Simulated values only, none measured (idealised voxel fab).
process module | voxel transistor to metal
cross-section cut | 145 nm wide | cells 5 nm
A cross-section is a grid of square cells, given in bands from the top down. A band is one or more rows of cells.
Each band's line starts with the height of the band's top and of its bottom, in nm. Then come its materials from left to right, each with its width in nm. One material with "throughout" fills the band from edge to edge. "air" is empty space.
Height 0 is the level under which the wafer as received is all one material. The lowest band goes on downwards, as in "0 down".
A width such as "30 to 40" changes by the same amount from each row of cells to the next, from the band's top row to its bottom row.
"no change" after a step means that no cell of the cross-section changed.
closed voids: empty space of 8 cells or more with no open way to the top, each as width x height at its distance from the left edge, in nm
after a step's settings: what the simulator itself notes on the step
overlay nm, on a step with a mask: how far to the right of its planned place the mask lay; to the left if negative
Each pair below shows a cross-section before one step and the cross-section after it, down to the lowest band that changed. The line under each pair gives the step between them, with its settings. The pairs can come from different runs of this module on the same starting wafer, so a pair continues from the pair above only where its "before" says so.
before
  115 to 90: SiO2 throughout
  90 to 85: SiCN throughout
  85 to 60: lowk 25 | TiN 5 | Cu 5 | TiN 5 | lowk 65 | TiN 5 | Cu 5 | TiN 5 | lowk 25
  60 to 55: SiCN 25 | TiN 15 | SiCN 65 | TiN 15 | SiCN 25
  55 to 40: SiO2 25 | TiN 5 | Ru 5 | TiN 5 | SiO2 65 | TiN 5 | Ru 5 | TiN 5 | SiO2 25
  40 to 20: SiO2 25 | TiN 5 | Ru 5 | TiN 5 | SiO2 5 | SiN 10 | SiO2 5 | polySi 25 | SiO2 5 | SiN 10 | SiO2 5 | TiN 5 | Ru 5 | TiN 5 | SiO2 25
  20 to 15: SiO2 25 | TiN 15 | SiO2 65 | TiN 15 | SiO2 25
  15 to 5: SiO2 20 | SiN 105 | SiO2 20
  5 to 0: SiO2 throughout
  0 to -25: SiO2 20 | Si 105 | SiO2 20
  -25 down: Si throughout
  closed voids: none
after
  125 to 115: aC throughout
  below 115: unchanged
  closed voids: none
the step between: op DIRECTIONAL_DEP | material aC | thk nm 10
before: the cross-section after the pair above
after
  155 to 125: resist 25 | air 15 | resist 65 | air 15 | resist 25
  below 125: unchanged
  closed voids: none
the step between: op PATTERN | tone open | mask id METAL_2 | material resist | width nm 15 | pitch nm 80 | thk nm 30 | overlay nm 0
before: the cross-section after the pair above
after
  145 to 125: resist 25 | air 15 | resist 65 | air 15 | resist 25
  125 to 115: aC 25 | air 15 | aC 65 | air 15 | aC 25
  below 115: unchanged
  closed voids: none
the step between: op DIRECTIONAL_ETCH | etch materials aC | depth nm 10
before: the cross-section after the pair above
after
  125 to 115: aC 25 | air 15 | aC 65 | air 15 | aC 25
  below 115: unchanged
  closed voids: none
the step between: op STRIP | etch materials resist
before: the cross-section after the pair above
after
  125 to 115: aC 25 | air 15 | aC 65 | air 15 | aC 25
  115 to 100: SiO2 25 | air 15 | SiO2 65 | air 15 | SiO2 25
  below 100: unchanged
  closed voids: none
the step between: op DIRECTIONAL_ETCH | etch materials SiO2 | depth nm 15
before: the cross-section after the pair above
after
  115 to 100: SiO2 25 | air 15 | SiO2 65 | air 15 | SiO2 25
  below 100: unchanged
  closed voids: none
the step between: op STRIP | etch materials aC
before: the cross-section after the pair above
after
  130 to 115: aC 25 | air 15 | aC 65 | air 15 | aC 25
  115 to 100: SiO2 25 | aC 15 | SiO2 65 | aC 15 | SiO2 25
  below 100: unchanged
  closed voids: none
the step between: op DIRECTIONAL_DEP | material aC | thk nm 15
before: the cross-section after the pair above
after
  160 to 130: resist 25 | air 15 | resist 65 | air 15 | resist 25
  below 130: unchanged
  closed voids: none
the step between: op PATTERN | tone open | mask id METAL_2_HOLES | material resist | width nm 15 | pitch nm 80 | thk nm 30 | overlay nm 0
before: the cross-section after the pair above
after
  145 to 130: resist 25 | air 15 | resist 65 | air 15 | resist 25
  130 to 115: aC 25 | air 15 | aC 65 | air 15 | aC 25
  115 to 100: SiO2 25 | air 15 | SiO2 65 | air 15 | SiO2 25
  below 100: unchanged
  closed voids: none
the step between: op DIRECTIONAL_ETCH | etch materials aC | depth nm 15
before: the cross-section after the pair above
after
  130 to 115: aC 25 | air 15 | aC 65 | air 15 | aC 25
  below 115: unchanged
  closed voids: none
the step between: op STRIP | etch materials resist
before: the cross-section after the pair above
after
  130 to 115: aC 25 | air 15 | aC 65 | air 15 | aC 25
  115 to 90: SiO2 25 | air 15 | SiO2 65 | air 15 | SiO2 25
  below 90: unchanged
  closed voids: none
the step between: op DIRECTIONAL_ETCH | etch materials SiO2 | depth nm 10
before: the cross-section after the pair above
after
  130 to 115: aC 25 | air 15 | aC 65 | air 15 | aC 25
  115 to 90: SiO2 25 | air 15 | SiO2 65 | air 15 | SiO2 25
  90 to 85: SiCN 25 | air 15 | SiCN 65 | air 15 | SiCN 25
  below 85: unchanged
  closed voids: none
the step between: op DIRECTIONAL_ETCH | etch materials SiCN | depth nm 5
before: the cross-section after the pair above
after
  115 to 90: SiO2 25 | air 15 | SiO2 65 | air 15 | SiO2 25
  below 90: unchanged
  closed voids: none
the step between: op STRIP | etch materials aC
before: the cross-section after the pair above
after
  120 to 115: TiN 30 | air 5 | TiN 75 | air 5 | TiN 30
  115 to 90: SiO2 25 | TiN 5 | air 5 | TiN 5 | SiO2 65 | TiN 5 | air 5 | TiN 5 | SiO2 25
  90 to 85: SiCN 25 | TiN 15 | SiCN 65 | TiN 15 | SiCN 25
  below 85: unchanged
  closed voids: none
the step between: op CONFORMAL_DEP | material TiN | thk nm 5
before: the cross-section after the pair above
after
  130 to 120: Cu throughout
  120 to 115: TiN 30 | Cu 5 | TiN 75 | Cu 5 | TiN 30
  115 to 90: SiO2 25 | TiN 5 | Cu 5 | TiN 5 | SiO2 65 | TiN 5 | Cu 5 | TiN 5 | SiO2 25
  below 90: unchanged
  closed voids: none
the step between: op FILL_DEP | material Cu | thk nm 10
before: the cross-section after the pair above
after
  115 to 90: SiO2 25 | TiN 5 | Cu 5 | TiN 5 | SiO2 65 | TiN 5 | Cu 5 | TiN 5 | SiO2 25
  below 90: unchanged
  closed voids: none
the step between: op CMP | height nm 115
before: the cross-section after the pair above
after
  120 to 115: SiCN throughout
  below 115: unchanged
  closed voids: none
the step between: op CONFORMAL_DEP | material SiCN | thk nm 5
before
  25 to 15: air 20 | aC 105 | air 20
  15 to 5: air 20 | SiN 105 | air 20
  5 to 0: air 20 | SiO2 105 | air 20
  0 to -25: air 20 | Si 105 | air 20
  -25 down: Si throughout
  closed voids: none
after
  25 to 15: air 20 | aC 105 | air 20
  15 to 5: air 20 | SiN 105 | air 20
  5 to 0: air 20 | SiO2 105 | air 20
  0 to -50: air 20 | Si 105 | air 20
  below -50: unchanged
  closed voids: none
the step between: op DIRECTIONAL_ETCH | etch materials Si | depth nm 25
before: the cross-section after the pair above
after
  15 to 5: air 20 | SiN 105 | air 20
  below 5: unchanged
  closed voids: none
the step between: op STRIP | etch materials aC
before: the cross-section after the pair above
after
  30 to 15: SiO2 throughout
  15 to 5: SiO2 20 | SiN 105 | SiO2 20
  5 to 0: SiO2 throughout
  0 to -50: SiO2 20 | Si 105 | SiO2 20
  below -50: unchanged
  closed voids: none
the step between: op FILL_DEP | material SiO2 | thk nm 15
before: the cross-section after the pair above
after
  15 to 5: SiO2 20 | SiN 105 | SiO2 20
  below 5: unchanged
  closed voids: none
the step between: op CMP | height nm 15
before: the cross-section after the pair above
after
  15 to 10: air 20 | SiN 105 | air 20
  below 10: unchanged
  closed voids: none
the step between: op SELECTIVE_ETCH | etch materials SiO2 | depth nm 5
before: the cross-section after the pair above
after
  10 to 5: SiO2 20 | air 105 | SiO2 20
  below 5: unchanged
  closed voids: none
the step between: op STRIP | etch materials SiN
before: the cross-section after the pair above
after
  5 to 0: SiO2 15 | air 115 | SiO2 15
  below 0: unchanged
  closed voids: none
the step between: op SELECTIVE_ETCH | etch materials SiO2 | depth nm 5
before: the cross-section after the pair above
after
  5 to 0: SiO2 15 | air 115 | SiO2 15
  0 to -5: SiO2 throughout
  below -5: unchanged
  closed voids: none
the step between: op OXIDIZE | depth nm 5
before: the cross-section after the pair above
after
  35 to 30: polySi 15 | air 115 | polySi 15
  30 to 5: polySi throughout
  5 to 0: SiO2 15 | polySi 115 | SiO2 15
  below 0: unchanged
  closed voids: none
the step between: op DIRECTIONAL_DEP | material polySi | thk nm 30
before: the cross-section after the pair above
after
  45 to 40: SiCN 15 | air 115 | SiCN 15
  40 to 35: SiCN throughout
  35 to 30: polySi 15 | SiCN 115 | polySi 15
  below 30: unchanged
  closed voids: none
the step between: op DIRECTIONAL_DEP | material SiCN | thk nm 10
before: the cross-section after the pair above
after
  40 to 35: air 60 | SiCN 25 | air 60
  35 to 30: polySi 15 | air 45 | SiCN 25 | air 45 | polySi 15
  below 30: unchanged
  closed voids: none
the step between: op MASKED_ETCH | tone cover | mask id GATE | width nm 25 | etch materials SiCN | depth nm 20 | overlay nm 0
before: the cross-section after the pair above
after
  40 to 30: air 60 | SiCN 25 | air 60
  30 to 5: air 60 | polySi 25 | air 60
  5 to 0: SiO2 15 | air 45 | polySi 25 | air 45 | SiO2 15
  below 0: unchanged
  closed voids: none
the step between: op MASKED_ETCH | tone cover | mask id GATE | width nm 25 | etch materials polySi | depth nm 40 | overlay nm 0
before: the cross-section after the pair above
after
  45 to 40: air 55 | SiO2 35 | air 55
  40 to 30: air 55 | SiO2 5 | SiCN 25 | SiO2 5 | air 55
  30 to 10: air 55 | SiO2 5 | polySi 25 | SiO2 5 | air 55
  10 to 5: SiO2 20 | air 35 | SiO2 5 | polySi 25 | SiO2 5 | air 35 | SiO2 20
  5 to 0: SiO2 60 | polySi 25 | SiO2 60
  below 0: unchanged
  closed voids: none
the step between: op CONFORMAL_DEP | material SiO2 | thk nm 5
before: the cross-section after the pair above
after
  40 to 30: air 55 | SiO2 5 | SiCN 25 | SiO2 5 | air 55
  30 to 5: air 55 | SiO2 5 | polySi 25 | SiO2 5 | air 55
  5 to 0: SiO2 20 | air 35 | SiO2 5 | polySi 25 | SiO2 5 | air 35 | SiO2 20
  below 0: unchanged
  closed voids: none
the step between: op DIRECTIONAL_ETCH | etch materials SiO2 | depth nm 5
before: the cross-section after the pair above
after
  50 to 40: air 45 | SiN 55 | air 45
  40 to 30: air 45 | SiN 10 | SiO2 5 | SiCN 25 | SiO2 5 | SiN 10 | air 45
  30 to 15: air 45 | SiN 10 | SiO2 5 | polySi 25 | SiO2 5 | SiN 10 | air 45
  15 to 10: SiN 30 | air 15 | SiN 10 | SiO2 5 | polySi 25 | SiO2 5 | SiN 10 | air 15 | SiN 30
  10 to 5: SiN 55 | SiO2 5 | polySi 25 | SiO2 5 | SiN 55
  5 to 0: SiO2 20 | SiN 35 | SiO2 5 | polySi 25 | SiO2 5 | SiN 35 | SiO2 20
  below 0: unchanged
  closed voids: none
the step between: op CONFORMAL_DEP | material SiN | thk nm 10
before: the cross-section after the pair above
after
  40 to 30: air 45 | SiN 10 | SiO2 5 | SiCN 25 | SiO2 5 | SiN 10 | air 45
  30 to 5: air 45 | SiN 10 | SiO2 5 | polySi 25 | SiO2 5 | SiN 10 | air 45
  5 to 0: SiO2 20 | SiN 10 | air 15 | SiN 10 | SiO2 5 | polySi 25 | SiO2 5 | SiN 10 | air 15 | SiN 10 | SiO2 20
  below 0: unchanged
  closed voids: none
the step between: op DIRECTIONAL_ETCH | etch materials SiN | depth nm 10
before: the cross-section after the pair above
after
  40 to 35: air 45 | SiN 10 | air 5 | SiCN 25 | air 5 | SiN 10 | air 45
  35 to 30: air 45 | SiN 10 | SiO2 5 | SiCN 25 | SiO2 5 | SiN 10 | air 45
  30 to 5: air 45 | SiN 10 | SiO2 5 | polySi 25 | SiO2 5 | SiN 10 | air 45
  5 to 0: air 20 | SiN 10 | air 15 | SiN 10 | SiO2 5 | polySi 25 | SiO2 5 | SiN 10 | air 15 | SiN 10 | air 20
  0 to -5: SiO2 30 | air 15 | SiO2 55 | air 15 | SiO2 30
  below -5: unchanged
  closed voids: none
the step between: op DIRECTIONAL_ETCH | etch materials SiO2 | depth nm 5
before: the cross-section after the pair above
after
  40 to 35: air 45 | SiN 10 | air 5 | SiCN 25 | air 5 | SiN 10 | air 45
  35 to 30: air 45 | SiN 10 | SiO2 5 | SiCN 25 | SiO2 5 | SiN 10 | air 45
  30 to 5: air 45 | SiN 10 | SiO2 5 | polySi 25 | SiO2 5 | SiN 10 | air 45
  5 to 0: air 20 | SiN 10 | air 15 | SiN 10 | SiO2 5 | polySi 25 | SiO2 5 | SiN 10 | air 15 | SiN 10 | air 20
  0 to -5: SiO2 30 | air 15 | SiO2 55 | air 15 | SiO2 30
  -5 to -10: SiO2 20 | Si 10 | air 15 | Si 55 | air 15 | Si 10 | SiO2 20
  below -10: unchanged
  closed voids: none
the step between: op DIRECTIONAL_ETCH | etch materials Si | depth nm 5
before: the cross-section after the pair above
after
  40 to 35: air 45 | SiN 10 | air 5 | SiCN 25 | air 5 | SiN 10 | air 45
  35 to 30: air 45 | SiN 10 | SiO2 5 | SiCN 25 | SiO2 5 | SiN 10 | air 45
  30 to 5: air 45 | SiN 10 | SiO2 5 | polySi 25 | SiO2 5 | SiN 10 | air 45
  5 to 0: air 20 | SiN 10 | nSi 15 | SiN 10 | SiO2 5 | polySi 25 | SiO2 5 | SiN 10 | nSi 15 | SiN 10 | air 20
  0 to -5: SiO2 30 | nSi 15 | SiO2 55 | nSi 15 | SiO2 30
  -5 to -10: SiO2 20 | Si 10 | nSi 15 | Si 55 | nSi 15 | Si 10 | SiO2 20
  below -10: unchanged
  closed voids: none
the step between: op EPI | material nSi | thk nm 10
before: the cross-section after the pair above
after
  50 to 40: SiO2 throughout
  40 to 30: SiO2 45 | SiN 10 | SiO2 5 | SiCN 25 | SiO2 5 | SiN 10 | SiO2 45
  30 to 5: SiO2 45 | SiN 10 | SiO2 5 | polySi 25 | SiO2 5 | SiN 10 | SiO2 45
  5 to 0: SiO2 20 | SiN 10 | nSi 15 | SiN 10 | SiO2 5 | polySi 25 | SiO2 5 | SiN 10 | nSi 15 | SiN 10 | SiO2 20
  below 0: unchanged
  closed voids: none
the step between: op FILL_DEP | material SiO2 | thk nm 10
before: the cross-section after the pair above
after
  40 to 30: SiO2 45 | SiN 10 | SiO2 5 | SiCN 25 | SiO2 5 | SiN 10 | SiO2 45
  below 30: unchanged
  closed voids: none
the step between: op CMP | height nm 40
before: the cross-section after the pair above
after
  55 to 40: SiO2 throughout
  below 40: unchanged
  closed voids: none
the step between: op DIRECTIONAL_DEP | material SiO2 | thk nm 15
before: the cross-section after the pair above
after
  55 to 40: SiO2 25 | air 15 | SiO2 65 | air 15 | SiO2 25
  40 to 30: SiO2 25 | air 15 | SiO2 5 | SiN 10 | SiO2 5 | SiCN 25 | SiO2 5 | SiN 10 | SiO2 5 | air 15 | SiO2 25
  30 to 5: SiO2 25 | air 15 | SiO2 5 | SiN 10 | SiO2 5 | polySi 25 | SiO2 5 | SiN 10 | SiO2 5 | air 15 | SiO2 25
  below 5: unchanged
  closed voids: none
the step between: op MASKED_ETCH | tone open | mask id CONTACT | width nm 15 | pitch nm 80 | etch materials SiO2 | depth nm 50 | overlay nm 0
before: the cross-section after the pair above
after
  60 to 55: TiN 30 | air 5 | TiN 75 | air 5 | TiN 30
  55 to 40: SiO2 25 | TiN 5 | air 5 | TiN 5 | SiO2 65 | TiN 5 | air 5 | TiN 5 | SiO2 25
  40 to 30: SiO2 25 | TiN 5 | air 5 | TiN 5 | SiO2 5 | SiN 10 | SiO2 5 | SiCN 25 | SiO2 5 | SiN 10 | SiO2 5 | TiN 5 | air 5 | TiN 5 | SiO2 25
  30 to 10: SiO2 25 | TiN 5 | air 5 | TiN 5 | SiO2 5 | SiN 10 | SiO2 5 | polySi 25 | SiO2 5 | SiN 10 | SiO2 5 | TiN 5 | air 5 | TiN 5 | SiO2 25
  10 to 5: SiO2 25 | TiN 15 | SiO2 5 | SiN 10 | SiO2 5 | polySi 25 | SiO2 5 | SiN 10 | SiO2 5 | TiN 15 | SiO2 25
  below 5: unchanged
  closed voids: none
the step between: op CONFORMAL_DEP | material TiN | thk nm 5
before: the cross-section after the pair above
after
  70 to 60: Ru throughout
  60 to 55: TiN 30 | Ru 5 | TiN 75 | Ru 5 | TiN 30
  55 to 40: SiO2 25 | TiN 5 | Ru 5 | TiN 5 | SiO2 65 | TiN 5 | Ru 5 | TiN 5 | SiO2 25
  40 to 30: SiO2 25 | TiN 5 | Ru 5 | TiN 5 | SiO2 5 | SiN 10 | SiO2 5 | SiCN 25 | SiO2 5 | SiN 10 | SiO2 5 | TiN 5 | Ru 5 | TiN 5 | SiO2 25
  30 to 10: SiO2 25 | TiN 5 | Ru 5 | TiN 5 | SiO2 5 | SiN 10 | SiO2 5 | polySi 25 | SiO2 5 | SiN 10 | SiO2 5 | TiN 5 | Ru 5 | TiN 5 | SiO2 25
  below 10: unchanged
  closed voids: none
the step between: op FILL_DEP | material Ru | thk nm 10
before: the cross-section after the pair above
after
  55 to 40: SiO2 25 | TiN 5 | Ru 5 | TiN 5 | SiO2 65 | TiN 5 | Ru 5 | TiN 5 | SiO2 25
  below 40: unchanged
  closed voids: none
the step between: op CMP | height nm 55
before: the cross-section after the pair above
after
  60 to 55: SiCN throughout
  below 55: unchanged
  closed voids: none
the step between: op CONFORMAL_DEP | material SiCN | thk nm 5
before: the cross-section after the pair above
after
  85 to 60: lowk throughout
  below 60: unchanged
  closed voids: none
the step between: op DIRECTIONAL_DEP | material lowk | thk nm 25
before: the cross-section after the pair above
after
  100 to 85: aC throughout
  below 85: unchanged
  closed voids: none
the step between: op DIRECTIONAL_DEP | material aC | thk nm 15
before: the cross-section after the pair above
after
  130 to 100: resist 25 | air 15 | resist 65 | air 15 | resist 25
  below 100: unchanged
  closed voids: none
the step between: op PATTERN | tone open | mask id METAL_1 | material resist | width nm 15 | pitch nm 80 | thk nm 30 | overlay nm 0
before: the cross-section after the pair above
after
  115 to 100: resist 25 | air 15 | resist 65 | air 15 | resist 25
  100 to 85: aC 25 | air 15 | aC 65 | air 15 | aC 25
  below 85: unchanged
  closed voids: none
the step between: op DIRECTIONAL_ETCH | etch materials aC | depth nm 15
before: the cross-section after the pair above
after
  100 to 85: aC 25 | air 15 | aC 65 | air 15 | aC 25
  below 85: unchanged
  closed voids: none
the step between: op STRIP | etch materials resist
before: the cross-section after the pair above
after
  100 to 85: aC 25 | air 15 | aC 65 | air 15 | aC 25
  85 to 60: lowk 25 | air 15 | lowk 65 | air 15 | lowk 25
  below 60: unchanged
  closed voids: none
the step between: op DIRECTIONAL_ETCH | etch materials lowk | depth nm 25
before: the cross-section after the pair above
after
  100 to 85: aC 25 | air 15 | aC 65 | air 15 | aC 25
  85 to 60: lowk 25 | air 15 | lowk 65 | air 15 | lowk 25
  60 to 55: SiCN 25 | air 15 | SiCN 65 | air 15 | SiCN 25
  below 55: unchanged
  closed voids: none
the step between: op DIRECTIONAL_ETCH | etch materials SiCN | depth nm 5
before: the cross-section after the pair above
after
  85 to 60: lowk 25 | air 15 | lowk 65 | air 15 | lowk 25
  below 60: unchanged
  closed voids: none
the step between: op STRIP | etch materials aC
before: the cross-section after the pair above
after
  90 to 85: TiN 30 | air 5 | TiN 75 | air 5 | TiN 30
  85 to 60: lowk 25 | TiN 5 | air 5 | TiN 5 | lowk 65 | TiN 5 | air 5 | TiN 5 | lowk 25
  60 to 55: SiCN 25 | TiN 15 | SiCN 65 | TiN 15 | SiCN 25
  below 55: unchanged
  closed voids: none
the step between: op CONFORMAL_DEP | material TiN | thk nm 5
before: the cross-section after the pair above
after
  100 to 90: Cu throughout
  90 to 85: TiN 30 | Cu 5 | TiN 75 | Cu 5 | TiN 30
  85 to 60: lowk 25 | TiN 5 | Cu 5 | TiN 5 | lowk 65 | TiN 5 | Cu 5 | TiN 5 | lowk 25
  below 60: unchanged
  closed voids: none
the step between: op FILL_DEP | material Cu | thk nm 10
before: the cross-section after the pair above
after
  85 to 60: lowk 25 | TiN 5 | Cu 5 | TiN 5 | lowk 65 | TiN 5 | Cu 5 | TiN 5 | lowk 25
  below 60: unchanged
  closed voids: none
the step between: op CMP | height nm 85
before: the cross-section after the pair above
after
  90 to 85: SiCN throughout
  below 85: unchanged
  closed voids: none
the step between: op CONFORMAL_DEP | material SiCN | thk nm 5
before: the cross-section after the pair above
after
  115 to 90: SiO2 throughout
  below 90: unchanged
  closed voids: none
the step between: op DIRECTIONAL_DEP | material SiO2 | thk nm 25
before: the cross-section after the pair above
after
  125 to 115: aC throughout
  below 115: unchanged
  closed voids: none
the step between: op DIRECTIONAL_DEP | material aC | thk nm 10
before: the cross-section after the pair above
after
  155 to 125: resist 25 | air 15 | resist 65 | air 15 | resist 25
  below 125: unchanged
  closed voids: none
the step between: op PATTERN | tone open | mask id METAL_2 | material resist | width nm 15 | pitch nm 80 | thk nm 30 | overlay nm 0
before: the cross-section after the pair above
after
  145 to 125: resist 25 | air 15 | resist 65 | air 15 | resist 25
  125 to 115: aC 25 | air 15 | aC 65 | air 15 | aC 25
  below 115: unchanged
  closed voids: none
the step between: op DIRECTIONAL_ETCH | etch materials aC | depth nm 10
before: the cross-section after the pair above
after
  125 to 115: aC 25 | air 15 | aC 65 | air 15 | aC 25
  below 115: unchanged
  closed voids: none
the step between: op STRIP | etch materials resist
before: the cross-section after the pair above
after
  125 to 115: aC 25 | air 15 | aC 65 | air 15 | aC 25
  115 to 100: SiO2 25 | air 15 | SiO2 65 | air 15 | SiO2 25
  below 100: unchanged
  closed voids: none
the step between: op DIRECTIONAL_ETCH | etch materials SiO2 | depth nm 15
before: the cross-section after the pair above
after
  115 to 100: SiO2 25 | air 15 | SiO2 65 | air 15 | SiO2 25
  below 100: unchanged
  closed voids: none
the step between: op STRIP | etch materials aC
before: the cross-section after the pair above
after
  130 to 115: aC 25 | air 15 | aC 65 | air 15 | aC 25
  115 to 100: SiO2 25 | aC 15 | SiO2 65 | aC 15 | SiO2 25
  below 100: unchanged
  closed voids: none
the step between: op DIRECTIONAL_DEP | material aC | thk nm 15
before: the cross-section after the pair above
after
  160 to 130: resist 25 | air 15 | resist 65 | air 15 | resist 25
  below 130: unchanged
  closed voids: none
the step between: op PATTERN | tone open | mask id METAL_2_HOLES | material resist | width nm 15 | pitch nm 80 | thk nm 30 | overlay nm 0
before: the cross-section after the pair above
after
  145 to 130: resist 25 | air 15 | resist 65 | air 15 | resist 25
  130 to 115: aC 25 | air 15 | aC 65 | air 15 | aC 25
  115 to 100: SiO2 25 | air 15 | SiO2 65 | air 15 | SiO2 25
  below 100: unchanged
  closed voids: none
the step between: op DIRECTIONAL_ETCH | etch materials aC | depth nm 15
before: the cross-section after the pair above
after
  130 to 115: aC 25 | air 15 | aC 65 | air 15 | aC 25
  below 115: unchanged
  closed voids: none
the step between: op STRIP | etch materials resist
before: the cross-section after the pair above
after
  130 to 115: aC 25 | air 15 | aC 65 | air 15 | aC 25
  115 to 90: SiO2 25 | air 15 | SiO2 65 | air 15 | SiO2 25
  below 90: unchanged
  closed voids: none
the step between: op DIRECTIONAL_ETCH | etch materials SiO2 | depth nm 10
before: the cross-section after the pair above
after
  130 to 115: aC 25 | air 15 | aC 65 | air 15 | aC 25
  115 to 90: SiO2 25 | air 15 | SiO2 65 | air 15 | SiO2 25
  90 to 85: SiCN 25 | air 15 | SiCN 65 | air 15 | SiCN 25
  below 85: unchanged
  closed voids: none
the step between: op DIRECTIONAL_ETCH | etch materials SiCN | depth nm 5
before: the cross-section after the pair above
after
  115 to 90: SiO2 25 | air 15 | SiO2 65 | air 15 | SiO2 25
  below 90: unchanged
  closed voids: none
the step between: op STRIP | etch materials aC
before: the cross-section after the pair above
after
  120 to 115: TiN 30 | air 5 | TiN 75 | air 5 | TiN 30
  115 to 90: SiO2 25 | TiN 5 | air 5 | TiN 5 | SiO2 65 | TiN 5 | air 5 | TiN 5 | SiO2 25
  90 to 85: SiCN 25 | TiN 15 | SiCN 65 | TiN 15 | SiCN 25
  below 85: unchanged
  closed voids: none
the step between: op CONFORMAL_DEP | material TiN | thk nm 5
before: the cross-section after the pair above
after
  130 to 120: Cu throughout
  120 to 115: TiN 30 | Cu 5 | TiN 75 | Cu 5 | TiN 30
  115 to 90: SiO2 25 | TiN 5 | Cu 5 | TiN 5 | SiO2 65 | TiN 5 | Cu 5 | TiN 5 | SiO2 25
  below 90: unchanged
  closed voids: none
the step between: op FILL_DEP | material Cu | thk nm 10
before: the cross-section after the pair above
after
  115 to 90: SiO2 25 | TiN 5 | Cu 5 | TiN 5 | SiO2 65 | TiN 5 | Cu 5 | TiN 5 | SiO2 25
  below 90: unchanged
  closed voids: none
the step between: op CMP | height nm 115
before: the cross-section after the pair above
after
  120 to 115: SiCN throughout
  below 115: unchanged
  closed voids: none
the step between: op CONFORMAL_DEP | material SiCN | thk nm 5
before
  15 to 5: SiO2 20 | SiN 105 | SiO2 20
  5 to 0: SiO2 throughout
  0 to -25: SiO2 20 | Si 105 | SiO2 20
  -25 down: Si throughout
  closed voids: none
after
  15 to 5: SiO2 20 | air 105 | SiO2 20
  below 5: unchanged
  closed voids: none
the step between: op STRIP | etch materials SiN
before: the cross-section after the pair above
after
  10 to 0: SiO2 15 | air 115 | SiO2 15
  below 0: unchanged
  closed voids: none
the step between: op SELECTIVE_ETCH | etch materials SiO2 | depth nm 5
before: the cross-section after the pair above
after
  5 to 0: SiO2 10 | air 125 | SiO2 10
  0 to -5: SiO2 10 | air 10 | Si 105 | air 10 | SiO2 10
  below -5: unchanged
  closed voids: none
the step between: op SELECTIVE_ETCH | etch materials SiO2 | depth nm 5
before: the cross-section after the pair above
after
  5 to 0: SiO2 10 | air 125 | SiO2 10
  0 to -5: SiO2 10 | air 10 | SiO2 105 | air 10 | SiO2 10
  -5 to -10: SiO2 25 | Si 95 | SiO2 25
  below -10: unchanged
  closed voids: none
the step between: op OXIDIZE | depth nm 5
before: the cross-section after the pair above
after
  35 to 30: polySi 10 | air 125 | polySi 10
  30 to 25: polySi 10 | air 10 | polySi 105 | air 10 | polySi 10
  25 to 5: polySi throughout
  5 to 0: SiO2 10 | polySi 125 | SiO2 10
  0 to -5: SiO2 10 | polySi 10 | SiO2 105 | polySi 10 | SiO2 10
  below -5: unchanged
  closed voids: none
the step between: op DIRECTIONAL_DEP | material polySi | thk nm 30
before: the cross-section after the pair above
after
  45 to 40: SiCN 10 | air 125 | SiCN 10
  40 to 35: SiCN 10 | air 10 | SiCN 105 | air 10 | SiCN 10
  35 to 30: polySi 10 | SiCN 125 | polySi 10
  30 to 25: polySi 10 | SiCN 10 | polySi 105 | SiCN 10 | polySi 10
  below 25: unchanged
  closed voids: none
the step between: op DIRECTIONAL_DEP | material SiCN | thk nm 10
before: the cross-section after the pair above
after
  40 to 35: air 60 | SiCN 25 | air 60
  35 to 30: polySi 10 | air 50 | SiCN 25 | air 50 | polySi 10
  30 to 25: polySi 10 | air 10 | polySi 105 | air 10 | polySi 10
  below 25: unchanged
  closed voids: none
the step between: op MASKED_ETCH | tone cover | mask id GATE | width nm 25 | etch materials SiCN | depth nm 20 | overlay nm 0
before: the cross-section after the pair above
after
  40 to 30: air 60 | SiCN 25 | air 60
  30 to 5: air 60 | polySi 25 | air 60
  5 to 0: SiO2 10 | air 50 | polySi 25 | air 50 | SiO2 10
  0 to -5: SiO2 10 | air 10 | SiO2 105 | air 10 | SiO2 10
  below -5: unchanged
  closed voids: none
the step between: op MASKED_ETCH | tone cover | mask id GATE | width nm 25 | etch materials polySi | depth nm 40 | overlay nm 0
before: the cross-section after the pair above
after
  45 to 40: air 55 | SiO2 35 | air 55
  40 to 30: air 55 | SiO2 5 | SiCN 25 | SiO2 5 | air 55
  30 to 10: air 55 | SiO2 5 | polySi 25 | SiO2 5 | air 55
  10 to 5: SiO2 15 | air 40 | SiO2 5 | polySi 25 | SiO2 5 | air 40 | SiO2 15
  5 to 0: SiO2 60 | polySi 25 | SiO2 60
  0 to -5: SiO2 throughout
  below -5: unchanged
  closed voids: none
the step between: op CONFORMAL_DEP | material SiO2 | thk nm 5
before: the cross-section after the pair above
after
  40 to 30: air 55 | SiO2 5 | SiCN 25 | SiO2 5 | air 55
  30 to 5: air 55 | SiO2 5 | polySi 25 | SiO2 5 | air 55
  5 to 0: SiO2 15 | air 40 | SiO2 5 | polySi 25 | SiO2 5 | air 40 | SiO2 15
  below 0: unchanged
  closed voids: none
the step between: op DIRECTIONAL_ETCH | etch materials SiO2 | depth nm 5
before: the cross-section after the pair above
after
  50 to 40: air 45 | SiN 55 | air 45
  40 to 30: air 45 | SiN 10 | SiO2 5 | SiCN 25 | SiO2 5 | SiN 10 | air 45
  30 to 15: air 45 | SiN 10 | SiO2 5 | polySi 25 | SiO2 5 | SiN 10 | air 45
  15 to 10: SiN 25 | air 20 | SiN 10 | SiO2 5 | polySi 25 | SiO2 5 | SiN 10 | air 20 | SiN 25
  10 to 5: SiN 55 | SiO2 5 | polySi 25 | SiO2 5 | SiN 55
  5 to 0: SiO2 15 | SiN 40 | SiO2 5 | polySi 25 | SiO2 5 | SiN 40 | SiO2 15
  below 0: unchanged
  closed voids: none
the step between: op CONFORMAL_DEP | material SiN | thk nm 10
before: the cross-section after the pair above
after
  40 to 30: air 45 | SiN 10 | SiO2 5 | SiCN 25 | SiO2 5 | SiN 10 | air 45
  30 to 5: air 45 | SiN 10 | SiO2 5 | polySi 25 | SiO2 5 | SiN 10 | air 45
  5 to 0: SiO2 15 | SiN 10 | air 20 | SiN 10 | SiO2 5 | polySi 25 | SiO2 5 | SiN 10 | air 20 | SiN 10 | SiO2 15
  below 0: unchanged
  closed voids: none
the step between: op DIRECTIONAL_ETCH | etch materials SiN | depth nm 10
before: the cross-section after the pair above
after
  40 to 35: air 45 | SiN 10 | air 5 | SiCN 25 | air 5 | SiN 10 | air 45
  35 to 30: air 45 | SiN 10 | SiO2 5 | SiCN 25 | SiO2 5 | SiN 10 | air 45
  30 to 5: air 45 | SiN 10 | SiO2 5 | polySi 25 | SiO2 5 | SiN 10 | air 45
  5 to 0: air 15 | SiN 10 | air 20 | SiN 10 | SiO2 5 | polySi 25 | SiO2 5 | SiN 10 | air 20 | SiN 10 | air 15
  0 to -5: SiO2 25 | air 20 | SiO2 55 | air 20 | SiO2 25
  below -5: unchanged
  closed voids: none
the step between: op DIRECTIONAL_ETCH | etch materials SiO2 | depth nm 5
